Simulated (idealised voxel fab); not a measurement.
process module | voxel lift off
cross-section cut | 215 nm wide | cells 5 nm
A cross-section is a grid of square cells, given in bands from the top down. A band is one or more rows of cells.
Each band's line starts with the height of the band's top and of its bottom, in nm. Then come its materials from left to right, each with its width in nm. One material with "throughout" fills the band from edge to edge. "air" is empty space.
Height 0 is the level under which the wafer as received is all one material. The lowest band goes on downwards, as in "0 down".
A width such as "30 to 40" changes by the same amount from each row of cells to the next, from the band's top row to its bottom row.
"no change" after a step means that no cell of the cross-section changed.
closed voids: empty space of 8 cells or more with no open way to the top, each as width x height at its distance from the left edge, in nm
after a step's settings: what the simulator itself notes on the step
overlay nm, on a step with a mask: how far to the right of its planned place the mask lay; to the left if negative
plan
1 op RECEIVE | material Si
2 op CONFORMAL_DEP | material SiN | thk nm 5
3 op PATTERN | tone open | mask id LINES | material resist | width nm 25 | pitch nm 50 | thk nm 25 | overlay nm 0
4 op DIRECTIONAL_DEP | material Ru | thk nm 15
5 op STRIP | etch materials resist
6 op CONFORMAL_DEP | material SiN | thk nm 5
as received, after step 1
  0 down: Si throughout
  closed voids: none
first wafer at the end, as planned
  25 to 20: air 15 | SiN 35 | air 15 | SiN 35 | air 15 | SiN 35 | air 15 | SiN 35 | air 15
  20 to 10: air 15 | SiN 5 | Ru 25 | SiN 5 | air 15 | SiN 5 | Ru 25 | SiN 5 | air 15 | SiN 5 | Ru 25 | SiN 5 | air 15 | SiN 5 | Ru 25 | SiN 5 | air 15
  10 to 5: SiN 20 | Ru 25 | SiN 25 | Ru 25 | SiN 25 | Ru 25 | SiN 25 | Ru 25 | SiN 20
  5 to 0: SiN throughout
  0 down: Si throughout
  closed voids: none
second wafer at the end: like start, like plan, one mistake
  20 to 15: air 15 | SiN 35 | air 15 | SiN 35 | air 15 | SiN 35 | air 15 | SiN 35 | air 15
  15 to 10: air 15 | SiN 5 | Ru 25 | SiN 5 | air 15 | SiN 5 | Ru 25 | SiN 5 | air 15 | SiN 5 | Ru 25 | SiN 5 | air 15 | SiN 5 | Ru 25 | SiN 5 | air 15
  10 to 5: SiN 20 | Ru 25 | SiN 25 | Ru 25 | SiN 25 | Ru 25 | SiN 25 | Ru 25 | SiN 20
  5 to 0: SiN throughout
  0 down: Si throughout
  closed voids: none
what went wrong: step 4 ran as: op DIRECTIONAL_DEP | material Ru | thk nm 10
at the end the second wafer has, in cells: 20 fewer of Ru | 8 fewer of SiN
